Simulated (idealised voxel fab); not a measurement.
Process module heading - voxel self aligned contacts
The cross-section shown here is cut; it is 225 nm wide and divided into square cells measuring 5 nm on a side.
Cross-section = grid of square cells, listed top down in bands; band = one or more rows.
A band entry consists of two parts. The first gives the height of the band's top and the height of its bottom, in nm. The rest lists the band's materials from left to right, each with its width in nm. A single material labelled with the word "throughout" fills the band from edge to edge, and the word "empty" marks empty space.
Height reference: 0 = level under which incoming wafer is all one material. Lowest band: no bottom, runs on downward, e.g. "top 0, no bottom".
Think of "30 to 40" as a width that walks from the first number to the second as you go down the band, top row to bottom row, taking equal-sized steps from row to row.
Reading "no modification" for a step: not a cell of the cross-section changed in it.
"Completely sealed voids" means: voids of 8 cells or more that are shut off from the top with no open way through. Written width x height at distance, distance from the left edge, in nm.
Past the settings on a step's line: simulator remark, on that step.
overlay nm: how far to the right of its planned place the mask lay on this masked step (negative: to the left).

[Listed below are the process steps as planned]
1 RECEIVE,material Si
2 OXIDIZE,depth nm 5
3 DIRECTIONAL_DEP,material polySi,thk nm 20
4 DIRECTIONAL_DEP,material SiN,thk nm 20
5 DIRECTIONAL_DEP,material aC,thk nm 10
6 PATTERN,tone cover,mask id GATE,material resist,width nm 25,pitch nm 50,thk nm 30,overlay nm -15
7 DIRECTIONAL_ETCH,etch materials aC,depth nm 10
8 STRIP,etch materials resist
9 DIRECTIONAL_ETCH,etch materials SiN,depth nm 20
10 DIRECTIONAL_ETCH,etch materials polySi,depth nm 20
11 STRIP,etch materials aC
12 CONFORMAL_DEP,material SiN,thk nm 5
13 DIRECTIONAL_ETCH,etch materials SiN,depth nm 5
14 FILL_DEP,material SiO2,thk nm 15
15 CMP,height nm 50
16 PATTERN,tone open,mask id CONTACT,material resist,width nm 35,pitch nm 50,thk nm 20,overlay nm 0
17 DIRECTIONAL_ETCH,etch materials SiO2,depth nm 55
18 STRIP,etch materials resist
19 CONFORMAL_DEP,material TiN,thk nm 5
20 FILL_DEP,material Ru,thk nm 5
21 CMP,height nm 50
22 CONFORMAL_DEP,material SiCN,thk nm 5
Where the wafers of this document differ is in the overlay nm of step 6; they start out the same, and the plan states the value that applied to the first wafer.

[first wafer as received, after step 1]
	top 0, no bottom  Si throughout
	Completely sealed voids: none

[At the end of the module, after its last step, step 22, the first of several wafers appears in cross-section as follows]
	top 55, bottom 50  SiCN throughout
	top 50, bottom 45  SiO2=70, TiN=5, Ru=25, TiN=5, SiO2=15, TiN=5, Ru=25, TiN=5, SiO2=70
	top 45, bottom 40  SiO2=70, TiN=35, SiO2=15, TiN=35, SiO2=70
	top 40, bottom 20  SiO2=30, SiN=35, SiO2=5, TiN=10, SiN=35, SiO2=5, TiN=10, SiN=35, SiO2=60
	top 20, bottom 0  SiO2=30, SiN=5, polySi=25, SiN=5, SiO2=5, TiN=10, SiN=5, polySi=25, SiN=5, SiO2=5, TiN=10, SiN=5, polySi=25, SiN=5, SiO2=60
	top 0, bottom -5  SiO2=70, TiN=10, SiO2=40, TiN=10, SiO2=95
	top -5, no bottom  Si throughout
	Completely sealed voids: none

[Final wafer of several, shown in cross-section at the end of the module]
	top 55, bottom 50  SiCN throughout
	top 50, bottom 45  SiO2=70, TiN=5, Ru=25, TiN=5, SiO2=15, TiN=5, Ru=25, TiN=5, SiO2=70
	top 45, bottom 40  SiO2=70, TiN=35, SiO2=15, TiN=35, SiO2=70
	top 40, bottom 20  SiO2=60, SiN=35, TiN=10, SiO2=5, SiN=35, TiN=10, SiO2=5, SiN=35, SiO2=30
	top 20, bottom 0  SiO2=60, SiN=5, polySi=25, SiN=5, TiN=10, SiO2=5, SiN=5, polySi=25, SiN=5, TiN=10, SiO2=5, SiN=5, polySi=25, SiN=5, SiO2=30
	top 0, bottom -5  SiO2=95, TiN=10, SiO2=40, TiN=10, SiO2=70
	top -5, no bottom  Si throughout
	Completely sealed voids: none

[The following table contains a row per wafer, in which are reported, at the conclusion of the module, the cells of each material gained (+) or lost (-) since the wafer's receipt, with its closed voids given thereafter]
overlay nm -15; +10 Ru; -45 Si; +45 SiCN; +108 SiN; +263 SiO2; +54 TiN; +60 polySi; Completely sealed voids: none
overlay nm -10; +28 Ru; -45 Si; +45 SiCN; +108 SiN; +245 SiO2; +54 TiN; +60 polySi; Completely sealed voids: none
overlay nm -5; +28 Ru; -45 Si; +45 SiCN; +108 SiN; +245 SiO2; +54 TiN; +60 polySi; Completely sealed voids: none
overlay nm 0; +28 Ru; -45 Si; +45 SiCN; +108 SiN; +245 SiO2; +54 TiN; +60 polySi; Completely sealed voids: none
overlay nm 5; +28 Ru; -45 Si; +45 SiCN; +108 SiN; +245 SiO2; +54 TiN; +60 polySi; Completely sealed voids: none
overlay nm 10; +28 Ru; -45 Si; +45 SiCN; +108 SiN; +245 SiO2; +54 TiN; +60 polySi; Completely sealed voids: none
overlay nm 15; +10 Ru; -45 Si; +45 SiCN; +108 SiN; +263 SiO2; +54 TiN; +60 polySi; Completely sealed voids: none
